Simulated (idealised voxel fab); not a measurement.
process module | voxel fin reveal
cross-section cut | 155 nm wide | cells 5 nm
Bands, listed from the top down, are how a cross-section gets written in this document; the cross-section itself is a grid of square cells, and a band is one or more rows of them. First you get the band's top height and its bottom height, in nm, and then the materials it's made of, left to right, with each width in nm. If you see a single material with "everywhere", that one covers the band edge to edge. "empty" is empty space. The level at which height equals 0 is the one under which the wafer, as it arrives, is entirely one material. No lower edge exists for the bottom band, which continues downward and is notated as in "top 0, no bottom". Think of "30..40" as a width that walks from the first number to the second as you go down the band, top row to bottom row, taking equal-sized steps from row to row. When a step is marked "identical to before", none of the cells in the cross-section changed during that step. "Entrapped void list" - sealed voids, min. 8 cells, no opening to top; format: width x height at distance (distance from left edge; nm throughout). Note: text after step settings on the step line = simulator remark on that step. overlay nm: how far to the right of its planned place the mask lay on this masked step (negative: to the left).
# The following list gives the planned process steps
1 RECEIVE: material Si
2 CONFORMAL_DEP: material SiN, thk nm 10
3 DIRECTIONAL_DEP: material aC, thk nm 15
4 PATTERN: tone cover, mask id FINS, material resist, width nm 15, pitch nm 40, thk nm 30, overlay nm 0
5 DIRECTIONAL_ETCH: etch materials aC, depth nm 15
6 STRIP: etch materials resist
7 DIRECTIONAL_ETCH: etch materials SiN, depth nm 10
8 DIRECTIONAL_ETCH: etch materials Si, depth nm 30
9 STRIP: etch materials aC
10 FILL_DEP: material SiO2, thk nm 15
11 CMP: height nm 10
12 SELECTIVE_ETCH: etch materials SiO2, depth nm 30
13 STRIP: etch materials SiN
14 CONFORMAL_DEP: material HfO2, thk nm 5
# Delivered wafer in cross-section: state after step 1
	top 0, no bottom = Si everywhere
	Entrapped void list: none
# Cross-section, first of two wafers, end of module, run as planned
	top 5, bottom 0 = empty (45), HfO2 (25), empty (15), HfO2 (25), empty (45)
	top 0, bottom -15 = empty (45), HfO2 (5), Si (15), HfO2 (5), empty (15), HfO2 (5), Si (15), HfO2 (5), empty (45)
	top -15, bottom -20 = HfO2 (50), Si (15), HfO2 (25), Si (15), HfO2 (50)
	top -20, bottom -30 = SiO2 (50), Si (15), SiO2 (25), Si (15), SiO2 (50)
	top -30, no bottom = Si everywhere
	Entrapped void list: none
# Cross-section of the latter of the two wafers at module completion. It had an identical start and an identical plan to the former; in running it, one mistake was made
	top 5, bottom 0 = empty (40), HfO2 (35), empty (5), HfO2 (35), empty (40)
	top 0, bottom -15 = empty (40), HfO2 (5), Si (25), HfO2 (5), empty (5), HfO2 (5), Si (25), HfO2 (5), empty (40)
	top -15, bottom -20 = HfO2 (45), Si (25), HfO2 (15), Si (25), HfO2 (45)
	top -20, bottom -30 = SiO2 (45), Si (25), SiO2 (15), Si (25), SiO2 (45)
	top -30, no bottom = Si everywhere
	Entrapped void list: none
Heads up, the wafer didn't run the way we planned it: in deviation from the planned setting, step 4 was conducted as PATTERN: tone cover, mask id FINS, material resist, width nm 25, pitch nm 40, thk nm 30, overlay nm 0
Counted in cells at the end, the second wafer holds more or fewer of these materials than the first: 24 more of Si, 8 fewer of SiO2
